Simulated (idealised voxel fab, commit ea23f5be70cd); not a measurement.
This is a process module. Its name is voxel double patterning.
In the cross-section labelled cut, the width is 245 nm and each square cell is 5 nm.
A cross-section is written here as square cells arranged in a grid, and it is given in bands from the top down, each band taking up one or more rows of cells.
Within each band entry, the heights of the top and of the bottom of the band appear first, in that order and in nm; the materials of the band then follow from left to right, each with its corresponding width in nm. The designation "full width" on a single material indicates that it fills the band from edge to edge; the designation "air" indicates empty space.
The level at which height equals 0 is the one under which the wafer, as it arrives, is entirely one material. No lower edge exists for the bottom band, which continues downward and is notated as in "0 and below".
Think of "30..40" as a width that walks from the first number to the second as you go down the band, top row to bottom row, taking equal-sized steps from row to row.
Where the words "stayed the same" appear for a step, the cross-section shows no cell changed by that step; every cell remained as before.
"Closed void roster" specifies each empty space that is not open to the top and that occupies no fewer than 8 cells, using the form width x height at distance, the distance measured from the left edge and all three quantities in nm.
Whatever follows a step's settings on its line is a remark the simulator itself makes about that step.
If you see "overlay nm" on a step's line and that step has a mask, it's telling you how far right of where it was planned the mask ended up; a negative number means it went left instead.
[Process steps - plan]
1: RECEIVE: material Si
2: CONFORMAL_DEP: material SiO2, thk nm 10
3: DIRECTIONAL_DEP: material W, thk nm 10
4: DIRECTIONAL_DEP: material SiN, thk nm 10
5: DIRECTIONAL_DEP: material aC, thk nm 10
6: PATTERN: tone open, mask id FIRST, material resist, width nm 15, pitch nm 50, thk nm 25, overlay nm -15
7: DIRECTIONAL_ETCH: etch materials aC, depth nm 10
8: STRIP: etch materials resist
9: DIRECTIONAL_ETCH: etch materials SiN, depth nm 10
10: STRIP: etch materials aC
11: MASKED_ETCH: tone open, mask id SECOND, width nm 15, etch materials SiN, depth nm 10, overlay nm 0
12: DIRECTIONAL_ETCH: etch materials W, depth nm 10
13: STRIP: etch materials SiN
The overlay nm used in step 6 is not the same on every wafer, whereas the starting condition is; the value printed in the plan is the first wafer's.
[Here's the first of the wafers in cross-section, just as we got it, i.e. after step 1]
	0 and below: Si full width
	Closed void roster: none
[First of several wafers, sectioned at end of module (last step: step 13)]
	20 down to 10: 75 nm W, 15 nm air, 25 nm W, 25 nm air, 105 nm W
	10 down to 0: SiO2 full width
	0 and below: Si full width
	Closed void roster: none
[At the end of the module, the last of several wafers in cross-section]
	20 down to 10: 105 nm W, 25 nm air, 25 nm W, 15 nm air, 75 nm W
	10 down to 0: SiO2 full width
	0 and below: Si full width
	Closed void roster: none
[Gained (+) or lost (-) cells of each material since receipt, then closed voids: one row per wafer, at the end of the module]
overlay nm -15 | +98 SiO2 | +82 W | Closed void roster: none
overlay nm -10 | +98 SiO2 | +80 W | Closed void roster: none
overlay nm -5 | +98 SiO2 | +80 W | Closed void roster: none
overlay nm 0 | +98 SiO2 | +80 W | Closed void roster: none
overlay nm 5 | +98 SiO2 | +80 W | Closed void roster: none
overlay nm 10 | +98 SiO2 | +80 W | Closed void roster: none
overlay nm 15 | +98 SiO2 | +82 W | Closed void roster: none
